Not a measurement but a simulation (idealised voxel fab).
Name of the process module below: voxel transistor to metal
Each square cell in cross-section cut measures 5 nm, and the section as a whole is 185 nm wide.
Format of a cross-section: grid, square cells. Given as bands. Order: top down. Band: one or more rows of cells. For a band, the entry starts with two heights in nm, that of the top and then that of the bottom, and carries on with the band's materials in order from left to right, each alongside its width in nm; the word "edge to edge" beside a single material means it fills the band edge to edge, and "empty" means empty space. Convention: height 0 is the level below which the wafer, as received, is all one material. The lowest band does not terminate at the bottom but continues downward, represented as "from 0 down". The two numbers in a width such as "30 to 40" mark its ends across the band: the first belongs to the top row of cells, the second to the bottom row, and from each row to the next the width moves by the same amount. You'll sometimes find "same as before" written for a step, and that's the way of saying that nowhere in the cross-section did a cell change during that step. The entry "Sealed void listing" lists the empty spaces that cover at least 8 cells and have no open path to the top. Each is written as width x height at distance, where the distance is measured from the left edge and all three values are in nm. Formally, on a step line, whatever follows the settings is a remark that the simulator itself makes on the step. overlay nm: right-of-plan distance of the mask on a masked step; negative values mean left-of-plan.

Planned process steps:
1. RECEIVE with material Si
2. OXIDIZE with depth nm 5
3. CONFORMAL_DEP with material SiN, thk nm 15
4. MASKED_ETCH with tone cover, mask id ACTIVE, width nm 110, etch materials SiN, depth nm 15, overlay nm 0
5. MASKED_ETCH with tone cover, mask id ACTIVE, width nm 110, etch materials SiO2, depth nm 5, overlay nm 0
6. MASKED_ETCH with tone cover, mask id ACTIVE, width nm 110, etch materials Si, depth nm 30, overlay nm 0
7. FILL_DEP with material SiO2, thk nm 10
8. CMP with height nm 15
9. SELECTIVE_ETCH with etch materials SiO2, depth nm 5
10. STRIP with etch materials SiN
11. SELECTIVE_ETCH with etch materials SiO2, depth nm 5
12. OXIDIZE with depth nm 5
13. DIRECTIONAL_DEP with material polySi, thk nm 20
14. DIRECTIONAL_DEP with material SiCN, thk nm 15
15. MASKED_ETCH with tone cover, mask id GATE, width nm 20, etch materials SiCN, depth nm 25, overlay nm 0
16. MASKED_ETCH with tone cover, mask id GATE, width nm 20, etch materials polySi, depth nm 30, overlay nm 0
17. CONFORMAL_DEP with material SiN, thk nm 10
18. DIRECTIONAL_ETCH with etch materials SiN, depth nm 10
19. DIRECTIONAL_ETCH with etch materials SiO2, depth nm 5
20. DIRECTIONAL_ETCH with etch materials Si, depth nm 5
21. EPI with material nSi, thk nm 5
22. FILL_DEP with material SiO2, thk nm 5
23. CMP with height nm 30
24. DIRECTIONAL_DEP with material SiO2, thk nm 15
25. DIRECTIONAL_DEP with material aC, thk nm 10
26. PATTERN with tone open, mask id CONTACT, material resist, width nm 20, pitch nm 80, thk nm 30, overlay nm 0
27. DIRECTIONAL_ETCH with etch materials aC, depth nm 10
28. STRIP with etch materials resist
29. DIRECTIONAL_ETCH with etch materials SiO2, depth nm 55
30. STRIP with etch materials aC
31. CONFORMAL_DEP with material TiN, thk nm 5
32. FILL_DEP with material Ru, thk nm 10
33. CMP with height nm 45
34. CONFORMAL_DEP with material SiN, thk nm 5
35. DIRECTIONAL_DEP with material SiO2, thk nm 15
36. MASKED_ETCH with tone open, mask id METAL_1, width nm 20, pitch nm 80, etch materials SiO2, depth nm 15, overlay nm 0
37. MASKED_ETCH with tone open, mask id METAL_1, width nm 15, pitch nm 80, etch materials SiN, depth nm 5, overlay nm 0
38. CONFORMAL_DEP with material TiN, thk nm 5
39. FILL_DEP with material Cu, thk nm 5
40. CMP with height nm 65
41. EPI with material Ru, thk nm 5
42. FILL_DEP with material SiCN, thk nm 5
43. DIRECTIONAL_DEP with material lowk, thk nm 30
44. MASKED_ETCH with tone open, mask id METAL_2, width nm 20, pitch nm 80, etch materials lowk, depth nm 15, overlay nm 0
45. PATTERN with tone open, mask id METAL_2_HOLES, material resist, width nm 15, pitch nm 80, thk nm 15, overlay nm 0
46. DIRECTIONAL_ETCH with etch materials lowk, depth nm 15
47. DIRECTIONAL_ETCH with etch materials SiCN, depth nm 5
48. STRIP with etch materials resist
49. CONFORMAL_DEP with material TiN, thk nm 5
50. FILL_DEP with material Cu, thk nm 10
51. CMP with height nm 105
52. CONFORMAL_DEP with material SiCN, thk nm 5
The wafers are alike at the start. At step 37, their width nm differs. The plan lists the first wafer's value.

As-received state after step 1, first of several wafers, cross-section:
> from 0 down: Si edge to edge
> Sealed void listing: none

Table: wafers, a row each; end-of-module cell change per material since receipt, gain (+), loss (-); then closed voids:
width nm 15; +26 Cu; +50 Ru; -161 Si; +105 SiCN; +67 SiN; +415 SiO2; +100 TiN; +180 lowk; +16 nSi; +16 polySi; Sealed void listing: none
width nm 20; +28 Cu; +50 Ru; -161 Si; +105 SiCN; +65 SiN; +415 SiO2; +100 TiN; +180 lowk; +16 nSi; +16 polySi; Sealed void listing: none
width nm 25; +28 Cu; +50 Ru; -161 Si; +105 SiCN; +65 SiN; +415 SiO2; +100 TiN; +180 lowk; +16 nSi; +16 polySi; Sealed void listing: none
width nm 30; +28 Cu; +50 Ru; -161 Si; +105 SiCN; +65 SiN; +415 SiO2; +100 TiN; +180 lowk; +16 nSi; +16 polySi; Sealed void listing: none
width nm 35; +28 Cu; +50 Ru; -161 Si; +105 SiCN; +65 SiN; +415 SiO2; +100 TiN; +180 lowk; +16 nSi; +16 polySi; Sealed void listing: none
